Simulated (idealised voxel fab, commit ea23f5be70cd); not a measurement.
process module | voxel ribs on slabs
cross-section cut | 205 nm wide | cells 5 nm
A cross-section is a grid of square cells, given in bands from the top down. A band is one or more rows of cells.
Each band's line starts with the height of the band's top and of its bottom, in nm. Then come its materials from left to right, each with its width in nm. One material with "throughout" fills the band from edge to edge. "air" is empty space.
Height 0 is the level under which the wafer as received is all one material. The lowest band goes on downwards, as in "0 down".
A width such as "30 to 40" changes by the same amount from each row of cells to the next, from the band's top row to its bottom row.
"no change" after a step means that no cell of the cross-section changed.
closed voids: empty space of 8 cells or more with no open way to the top, each as width x height at its distance from the left edge, in nm
after a step's settings: what the simulator itself notes on the step
overlay nm, on a step with a mask: how far to the right of its planned place the mask lay; to the left if negative
plan
1 op RECEIVE | material Si
2 op DIRECTIONAL_DEP | material SiO2 | thk nm 25
3 op DIRECTIONAL_DEP | material polySi | thk nm 20
4 op PATTERN | tone cover | mask id RIB | material resist | width nm 30 | thk nm 20 | overlay nm 0
5 op DIRECTIONAL_ETCH | etch materials polySi | depth nm 10
6 op STRIP | etch materials resist
7 op MASKED_ETCH | tone cover | mask id SLAB | width nm 60 | etch materials polySi | depth nm 10 | overlay nm 0
8 op FILL_DEP | material SiO2 | thk nm 25
9 op CMP | height nm 60
10 op DIRECTIONAL_DEP | material TiN | thk nm 5
11 op PATTERN | tone cover | mask id HEATER | material resist | width nm 40 | thk nm 20 | overlay nm 0
12 op DIRECTIONAL_ETCH | etch materials TiN | depth nm 5
13 op STRIP | etch materials resist
14 op CONFORMAL_DEP | material SiO2 | thk nm 10
as received, after step 1
  0 down: Si throughout
  closed voids: none
a wafer at the end: this start, this plan, one mistake
  75 to 70: air 70 | SiO2 60 | air 75
  70 to 65: SiO2 throughout
  65 to 60: SiO2 80 | TiN 40 | SiO2 85
  60 to 45: SiO2 throughout
  45 to 35: SiO2 95 | polySi 30 | SiO2 80
  35 to 25: SiO2 70 | polySi 60 | SiO2 75
  25 to 0: SiO2 throughout
  0 down: Si throughout
  closed voids: none
what went wrong: step 4 ran as: op PATTERN | tone cover | mask id RIB | material resist | width nm 30 | thk nm 20 | overlay nm 10
